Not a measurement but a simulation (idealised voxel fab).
Presented below is a process module, voxel capacitor over wiring.
This is section cut - it's 235 nm across, gridded in 5 nm square cells.
Just so we're on the same page, the cross-sections are grids of square cells, and they're listed out in bands top to bottom, each band one or more rows deep.
Basically the band line says how high the top is and how high the bottom is, in nm, and then what's in it from left to right, every material with its width in nm. Empty space shows up as "air", and if a single material carries "throughout" it runs the full band edge to edge.
Below 0: as-received wafer, all one material; heights counted from there. Lowest band: no bottom, goes on down, written "0 and below".
The notation "30..40" denotes a width that varies across the rows of cells in the band, beginning at the first number in the top row, finishing at the second number in the bottom row, and changing by an identical amount from each row to the next.
Key: "no change" - step with no changed cell in the cross-section.
"Closed void roster": empty spaces of 8 cells or more with no open way to the top, each given as width x height at distance, distance from the left edge, all in nm.
That trailing text on a step's line, after the settings, is the simulator's own remark on the step.
"overlay nm" on a masked step: distance the mask lay right of its planned place, negative for left.

THE PROCESS STEPS THAT WERE PLANNED ARE LISTED BELOW
| 1 | RECEIVE with material Si |
| 2 | CONFORMAL_DEP with material SiO2, thk nm 10 |
| 3 | CONFORMAL_DEP with material SiCN, thk nm 5 |
| 4 | DIRECTIONAL_DEP with material lowk, thk nm 20 |
| 5 | DIRECTIONAL_DEP with material aC, thk nm 15 |
| 6 | PATTERN with tone open, mask id METAL_1, material resist, width nm 30, pitch nm 85, thk nm 30, overlay nm 0 |
| 7 | DIRECTIONAL_ETCH with etch materials aC, depth nm 15 |
| 8 | STRIP with etch materials resist |
| 9 | DIRECTIONAL_ETCH with etch materials lowk, depth nm 20 |
| 10 | DIRECTIONAL_ETCH with etch materials SiCN, depth nm 5 |
| 11 | STRIP with etch materials aC |
| 12 | CONFORMAL_DEP with material TiN, thk nm 5 |
| 13 | FILL_DEP with material Ru, thk nm 10 |
| 14 | CMP with height nm 35 |
| 15 | CONFORMAL_DEP with material SiCN, thk nm 5 |
| 16 | DIRECTIONAL_DEP with material lowk, thk nm 10 |
| 17 | MASKED_ETCH with tone open, mask id PLUG_1, width nm 15, etch materials lowk, depth nm 10, overlay nm 0 |
| 18 | MASKED_ETCH with tone open, mask id PLUG_1, width nm 15, etch materials SiCN, depth nm 5, overlay nm 0 |
| 19 | EPI with material Ru, thk nm 10 |
| 20 | EPI with material Ru, thk nm 5 |
| 21 | DIRECTIONAL_DEP with material TiN, thk nm 10 |
| 22 | DIRECTIONAL_DEP with material HfO2, thk nm 5 |
| 23 | DIRECTIONAL_DEP with material TiN, thk nm 5 |
| 24 | PATTERN with tone cover, mask id UPPER_PLATE, material resist, width nm 60, thk nm 15, overlay nm 0 |
| 25 | DIRECTIONAL_ETCH with etch materials TiN, depth nm 5 |
| 26 | DIRECTIONAL_ETCH with etch materials HfO2, depth nm 5 |
| 27 | STRIP with etch materials resist |
| 28 | PATTERN with tone cover, mask id LOWER_PLATE, material resist, width nm 70, thk nm 20, overlay nm 0 |
| 29 | DIRECTIONAL_ETCH with etch materials TiN, depth nm 10 |
| 30 | STRIP with etch materials resist |
| 31 | FILL_DEP with material SiO2, thk nm 20 |
| 32 | CMP with height nm 85 |
| 33 | DIRECTIONAL_DEP with material aC, thk nm 10 |
| 34 | PATTERN with tone open, mask id PLUG_2, material resist, width nm 15, thk nm 30, overlay nm 0 |
| 35 | DIRECTIONAL_ETCH with etch materials aC, depth nm 10 |
| 36 | STRIP with etch materials resist |
| 37 | DIRECTIONAL_ETCH with etch materials SiO2, depth nm 15 |
| 38 | STRIP with etch materials aC |
| 39 | CONFORMAL_DEP with material TiN, thk nm 5 |
| 40 | FILL_DEP with material Cu, thk nm 5 |
| 41 | CMP with height nm 85 |
| 42 | CONFORMAL_DEP with material SiN, thk nm 5 |

HERE'S WHAT THE WAFER LOOKED LIKE IN CROSS-SECTION WHEN IT ARRIVED - THAT'S AFTER STEP 1
0 and below = Si throughout
Closed void roster: none

WAFER CROSS-SECTION AT MODULE END: FIRST OF TWO, RUN TO PLAN
90 down to 85 = SiN throughout
85 down to 75 = 85 SiO2, 5 TiN, 5 Cu, 5 TiN, 135 SiO2
75 down to 65 = 85..75 SiO2, 15..60 TiN, 135..100 SiO2
65 down to 60 = 75 SiO2, 60 HfO2, 100 SiO2
60 down to 50 = 70 SiO2, 70 TiN, 95 SiO2
50 down to 40 = 75 lowk, 15 Ru, 145 lowk
40 down to 35 = 75 SiCN, 15 Ru, 145 SiCN
35 down to 15 = 60 lowk, 5 TiN, 20 Ru, 5 TiN, 55 lowk, 5 TiN, 20 Ru, 5 TiN, 60 lowk
15 down to 10 = 60 SiCN, 30 TiN, 55 SiCN, 30 TiN, 60 SiCN
10 down to 0 = SiO2 throughout
0 and below = Si throughout
Closed void roster: none

CROSS-SECTION, WAFER TWO OF TWO, END OF MODULE: SAME START AND PLAN AS WAFER ONE, ONE ERROR IN EXECUTION
90 down to 85 = SiN throughout
85 down to 80 = 85 SiO2, 5 TiN, 5 Cu, 5 TiN, 135 SiO2
80 down to 75 = 85 SiO2, 15 TiN, 135 SiO2
75 down to 70 = 75 SiO2, 5 TiN, 5 SiO2, 50 TiN, 100 SiO2
70 down to 65 = 75 SiO2, 5 HfO2, 5 TiN, 50 HfO2, 100 SiO2
65 down to 60 = 80 Ru, 5 HfO2, 150 Ru
60 down to 55 = 75 TiN, 15 Ru, 145 TiN
55 down to 50 = TiN throughout
50 down to 45 = 75 lowk, 15 TiN, 145 lowk
45 down to 40 = 75 lowk, 15 Ru, 145 lowk
40 down to 35 = 75 SiCN, 15 Ru, 145 SiCN
35 down to 15 = 60 lowk, 5 TiN, 20 Ru, 5 TiN, 55 lowk, 5 TiN, 20 Ru, 5 TiN, 60 lowk
15 down to 10 = 60 SiCN, 30 TiN, 55 SiCN, 30 TiN, 60 SiCN
10 down to 0 = SiO2 throughout
0 and below = Si throughout
Closed void roster: none
Misprocessing identified: step 20 ran in the slot meant for step 21, and vice versa
Materials where the second wafer ends with more or fewer cells than the first: 1 fewer of Cu, 46 more of Ru, 109 fewer of SiO2, 64 more of TiN
